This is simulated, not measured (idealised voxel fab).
process module | voxel wiring stack
cross-section cut | 275 nm wide | cells 5 nm
A cross-section is a grid of square cells, given in bands from the top down. A band is one or more rows of cells.
Each band's line starts with the height of the band's top and of its bottom, in nm. Then come its materials from left to right, each with its width in nm. One material with "throughout" fills the band from edge to edge. "air" is empty space.
Height 0 is the level under which the wafer as received is all one material. The lowest band goes on downwards, as in "0 down".
A width such as "30 to 40" changes by the same amount from each row of cells to the next, from the band's top row to its bottom row.
"no change" after a step means that no cell of the cross-section changed.
closed voids: empty space of 8 cells or more with no open way to the top, each as width x height at its distance from the left edge, in nm
after a step's settings: what the simulator itself notes on the step
overlay nm, on a step with a mask: how far to the right of its planned place the mask lay; to the left if negative
plan
1 op RECEIVE | material Si
2 op CONFORMAL_DEP | material SiO2 | thk nm 15
3 op CONFORMAL_DEP | material SiCN | thk nm 5
4 op DIRECTIONAL_DEP | material SiO2 | thk nm 20
5 op DIRECTIONAL_DEP | material aC | thk nm 15
6 op PATTERN | tone open | mask id METAL_1 | material resist | width nm 30 | pitch nm 45 | thk nm 30 | overlay nm 0
7 op DIRECTIONAL_ETCH | etch materials aC | depth nm 15
8 op STRIP | etch materials resist
9 op DIRECTIONAL_ETCH | etch materials SiO2 | depth nm 20
10 op DIRECTIONAL_ETCH | etch materials SiCN | depth nm 5
11 op STRIP | etch materials aC
12 op CONFORMAL_DEP | material TiN | thk nm 5
13 op FILL_DEP | material Cu | thk nm 5
14 op CMP | height nm 40
15 op CONFORMAL_DEP | material SiCN | thk nm 5
16 op DIRECTIONAL_DEP | material lowk | thk nm 30
17 op PATTERN | tone open | mask id METAL_2 | material resist | width nm 30 | pitch nm 45 | thk nm 15 | overlay nm 0
18 op DIRECTIONAL_ETCH | etch materials lowk | depth nm 15
19 op STRIP | etch materials resist
20 op PATTERN | tone open | mask id METAL_2_HOLES | material resist | width nm 15 | pitch nm 90 | thk nm 20 | overlay nm 0
21 op DIRECTIONAL_ETCH | etch materials lowk | depth nm 15
22 op DIRECTIONAL_ETCH | etch materials SiCN | depth nm 5
23 op STRIP | etch materials resist
24 op CONFORMAL_DEP | material TiN | thk nm 5
25 op FILL_DEP | material Cu | thk nm 5
26 op CMP | height nm 75
27 op CONFORMAL_DEP | material SiCN | thk nm 5
28 op DIRECTIONAL_DEP | material lowk | thk nm 25
29 op DIRECTIONAL_DEP | material aC | thk nm 15
30 op PATTERN | tone open | mask id METAL_3 | material resist | width nm 30 | pitch nm 45 | thk nm 30 | overlay nm 0
31 op DIRECTIONAL_ETCH | etch materials aC | depth nm 15
32 op STRIP | etch materials resist
33 op DIRECTIONAL_ETCH | etch materials lowk | depth nm 15
34 op STRIP | etch materials aC
35 op DIRECTIONAL_DEP | material aC | thk nm 10
36 op PATTERN | tone open | mask id METAL_3_HOLES | material resist | width nm 15 | pitch nm 90 | thk nm 25 | overlay nm 0
37 op DIRECTIONAL_ETCH | etch materials aC | depth nm 10
38 op STRIP | etch materials resist
39 op DIRECTIONAL_ETCH | etch materials lowk | depth nm 10
40 op DIRECTIONAL_ETCH | etch materials SiCN | depth nm 5
41 op STRIP | etch materials aC
42 op CONFORMAL_DEP | material TiN | thk nm 5
43 op FILL_DEP | material Cu | thk nm 5
44 op CMP | height nm 105
45 op CONFORMAL_DEP | material SiCN | thk nm 5
as received, after step 1
  0 down: Si throughout
  closed voids: none
a wafer at the end: this start, this plan, one mistake
  110 to 105: SiCN throughout
  105 to 95: lowk 75 | TiN 5 | Cu 20 | TiN 5 | lowk 15 | TiN 5 | Cu 20 | TiN 5 | lowk 15 | TiN 5 | Cu 20 | TiN 5 | lowk 80
  95 to 90: lowk 75 | TiN 5 | Cu 5 | TiN 20 | lowk 15 | TiN 30 | lowk 15 | TiN 5 | Cu 5 | TiN 20 | lowk 80
  90 to 80: lowk 75 | TiN 5 | Cu 5 | TiN 5 | lowk 75 | TiN 5 | Cu 5 | TiN 5 | lowk 95
  80 to 75: SiCN 75 | TiN 15 | SiCN 75 | TiN 15 | SiCN 95
  75 to 65: lowk 75 | TiN 5 | Cu 20 | TiN 5 | lowk 15 | TiN 5 | Cu 20 | TiN 5 | lowk 15 | TiN 5 | Cu 20 | TiN 5 | lowk 80
  65 to 60: lowk 75 | TiN 5 | Cu 5 | TiN 20 | lowk 15 | TiN 30 | lowk 15 | TiN 5 | Cu 5 | TiN 20 | lowk 80
  60 to 45: lowk 75 | TiN 5 | Cu 5 | TiN 5 | lowk 75 | TiN 5 | Cu 5 | TiN 5 | lowk 95
  45 to 40: SiCN 75 | TiN 15 | SiCN 75 | TiN 15 | SiCN 95
  40 to 35: SiO2 75 | TiN 5 | Cu 20 | TiN 5 | SiO2 15 | TiN 5 | Cu 20 | TiN 5 | SiO2 15 | TiN 5 | Cu 20 | TiN 5 | SiO2 80
  35 to 30: SiCN 75 | TiN 30 | SiCN 15 | TiN 30 | SiCN 15 | TiN 30 | SiCN 80
  30 to 0: SiO2 throughout
  0 down: Si throughout
  closed voids: none
what went wrong: step 2 was run twice
